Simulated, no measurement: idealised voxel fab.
process module | voxel ribs on slabs
cross-section cut | 300 nm wide | cells 5 nm
A cross-section is a grid of square cells, given in bands from the top down. A band is one or more rows of cells.
Each band's line starts with the height of the band's top and of its bottom, in nm. Then come its materials from left to right, each with its width in nm. One material with "throughout" fills the band from edge to edge. "air" is empty space.
Height 0 is the level under which the wafer as received is all one material. The lowest band goes on downwards, as in "0 down".
A width such as "30 to 40" changes by the same amount from each row of cells to the next, from the band's top row to its bottom row.
"no change" after a step means that no cell of the cross-section changed.
closed voids: empty space of 8 cells or more with no open way to the top, each as width x height at its distance from the left edge, in nm
after a step's settings: what the simulator itself notes on the step
overlay nm, on a step with a mask: how far to the right of its planned place the mask lay; to the left if negative
plan
1 op RECEIVE | material Si
2 op DIRECTIONAL_DEP | material SiO2 | thk nm 25
3 op DIRECTIONAL_DEP | material polySi | thk nm 20
4 op PATTERN | tone cover | mask id RIB | material resist | width nm 30 | thk nm 15 | overlay nm 0
5 op DIRECTIONAL_ETCH | etch materials polySi | depth nm 15
6 op STRIP | etch materials resist
7 op PATTERN | tone cover | mask id SLAB | material resist | width nm 90 | thk nm 20 | overlay nm 0
8 op DIRECTIONAL_ETCH | etch materials polySi | depth nm 5
9 op STRIP | etch materials resist
10 op FILL_DEP | material SiO2 | thk nm 20
11 op CMP | height nm 60
12 op DIRECTIONAL_DEP | material W | thk nm 5
13 op PATTERN | tone cover | mask id HEATER | material resist | width nm 40 | thk nm 20 | overlay nm 0
14 op DIRECTIONAL_ETCH | etch materials W | depth nm 5
15 op STRIP | etch materials resist
16 op CONFORMAL_DEP | material SiN | thk nm 5
first wafer, as planned
as received, after step 1
  0 down: Si throughout
  closed voids: none
after step 2
  25 to 0: SiO2 throughout
  below 0: unchanged
after step 3
  45 to 25: polySi throughout
  below 25: unchanged
after step 4
  60 to 45: air 135 | resist 30 | air 135
  below 45: unchanged
after step 5
  60 to 45: air 135 | resist 30 | air 135
  45 to 30: air 135 | polySi 30 | air 135
  below 30: unchanged
after step 6
  45 to 30: air 135 | polySi 30 | air 135
  below 30: unchanged
after step 7
  65 to 45: air 105 | resist 90 | air 105
  45 to 30: air 105 | resist 30 | polySi 30 | resist 30 | air 105
  below 30: unchanged
after step 8
  65 to 45: air 105 | resist 90 | air 105
  45 to 30: air 105 | resist 30 | polySi 30 | resist 30 | air 105
  30 to 25: air 105 | polySi 90 | air 105
  below 25: unchanged
after step 9
  45 to 30: air 135 | polySi 30 | air 135
  below 30: unchanged
after step 10
  65 to 45: SiO2 throughout
  45 to 30: SiO2 135 | polySi 30 | SiO2 135
  30 to 25: SiO2 105 | polySi 90 | SiO2 105
  below 25: unchanged
after step 11
  60 to 45: SiO2 throughout
  below 45: unchanged
after step 12
  65 to 60: W throughout
  below 60: unchanged
after step 13
  85 to 65: air 130 | resist 40 | air 130
  below 65: unchanged
after step 14
  85 to 65: air 130 | resist 40 | air 130
  65 to 60: air 130 | W 40 | air 130
  below 60: unchanged
after step 15
  65 to 60: air 130 | W 40 | air 130
  below 60: unchanged
after step 16
  70 to 65: air 125 | SiN 50 | air 125
  65 to 60: SiN 130 | W 40 | SiN 130
  below 60: unchanged
second wafer: like start, like plan, one mistake. Through step 6 it matches the first wafer
when step 7 should have ended
  65 to 45: resist 105 | air 90 | resist 105
  45 to 30: resist 105 | air 30 | polySi 30 | air 30 | resist 105
  below 30: unchanged
when step 8 should have ended
  65 to 40: resist 105 | air 90 | resist 105
  40 to 30: resist 105 | air 30 | polySi 30 | air 30 | resist 105
  30 to 25: polySi 105 | air 30 | polySi 30 | air 30 | polySi 105
  below 25: unchanged
when step 9 should have ended
  40 to 30: air 135 | polySi 30 | air 135
  below 30: unchanged
when step 10 should have ended
  60 to 40: SiO2 throughout
  40 to 30: SiO2 135 | polySi 30 | SiO2 135
  30 to 25: polySi 105 | SiO2 30 | polySi 30 | SiO2 30 | polySi 105
  below 25: unchanged
when step 11 should have ended: no change
when step 12 should have ended
  65 to 60: W throughout
  below 60: unchanged
when step 13 should have ended
  85 to 65: air 130 | resist 40 | air 130
  below 65: unchanged
when step 14 should have ended
  85 to 65: air 130 | resist 40 | air 130
  65 to 60: air 130 | W 40 | air 130
  below 60: unchanged
when step 15 should have ended
  65 to 60: air 130 | W 40 | air 130
  below 60: unchanged
when step 16 should have ended
  70 to 65: air 125 | SiN 50 | air 125
  65 to 60: SiN 130 | W 40 | SiN 130
  below 60: unchanged
what went wrong: step 7 ran as: op PATTERN | tone open | mask id SLAB | material resist | width nm 90 | thk nm 20 | overlay nm 0
at the end the second wafer has, in cells: 24 fewer of SiO2 | 24 more of polySi
